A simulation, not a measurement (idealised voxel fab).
Process module name: voxel gate over fins
It is cross-section cut that appears here, measuring 205 nm in width, its square cells being 5 nm in size.
If you're reading a cross-section in this doc, picture square cells in a grid; it comes to you as bands, top ones listed first down to the bottom, and a band can be one or more rows of cells. Basically the band line says how high the top is and how high the bottom is, in nm, and then what's in it from left to right, every material with its width in nm. Empty space shows up as "air", and if a single material carries "edge to edge" it runs the full band edge to edge. A quick word on heights: they are counted from 0, and under that level the wafer as it came to us is one material throughout. The lowest band is different from the rest in having no bottom; it simply continues downward, written as in "from 0 down". A two-number width, for instance "30->40", indicates that the width is equal to the first number in the top row of the band and to the second number in the bottom row, and that it changes by a constant amount per row of cells. What does "everything unchanged" mean for a step? It means no cell of the cross-section changed in that step. The label "Completely enclosed voids" introduces a list of the empty spaces, 8 cells or larger, that have no open way up to the top; each entry in it reads width x height at distance, where the distance is taken from the left edge and all three are stated in nm. On a step's line, text after the settings is the simulator commenting on that step. overlay nm: for a step with a mask, the amount by which the mask lay right of where it was planned; a negative amount means left of it.

Process steps foreseen in the plan
- 1: op RECEIVE | material Si
- 2: op CONFORMAL_DEP | material SiN | thk nm 5
- 3: op MASKED_ETCH | tone cover | mask id FINS | width nm 15 | pitch nm 40 | etch materials SiN | depth nm 5 | overlay nm 0
- 4: op MASKED_ETCH | tone cover | mask id FINS | width nm 15 | pitch nm 40 | etch materials Si | depth nm 40 | overlay nm 0
- 5: op OXIDIZE | depth nm 5
- 6: op FILL_DEP | material SiO2 | thk nm 5
- 7: op CMP | height nm 5
- 8: op SELECTIVE_ETCH | etch materials SiO2 | depth nm 15
- 9: op STRIP | etch materials SiN
- 10: op CONFORMAL_DEP | material HfO2 | thk nm 5
- 11: op CONFORMAL_DEP | material TiN | thk nm 5
- 12: op FILL_DEP | material W | thk nm 15
- 13: op CMP | height nm 20
- 14: op CONFORMAL_DEP | material SiCN | thk nm 10

So this is the incoming wafer in cross-section - it's already been through step 1
from 0 down  Si edge to edge
Completely enclosed voids: none

Final wafer profile in cross-section after the module, from the same start and plan as above, with one mistake made during processing
from 30 to 20  SiCN edge to edge
from 20 to 10  W edge to edge
from 10 to 5  W 70, then HfO2 25, then W 15, then HfO2 25, then W 70
from 5 to 0  W 70, then HfO2 5, then TiN 15, then HfO2 5, then W 15, then HfO2 5, then TiN 15, then HfO2 5, then W 70
from 0 to -5  HfO2 75, then TiN 5, then Si 5, then TiN 5, then HfO2 25, then TiN 5, then Si 5, then TiN 5, then HfO2 75
from -5 to -10  TiN 80, then Si 5, then TiN 35, then Si 5, then TiN 80
from -10 to -45  SiO2 80, then Si 5, then SiO2 35, then Si 5, then SiO2 80
from -45 down  Si edge to edge
Completely enclosed voids: none
The plan and the run diverged here: contrary to the plan, steps 10 and 11 were processed in exchanged order
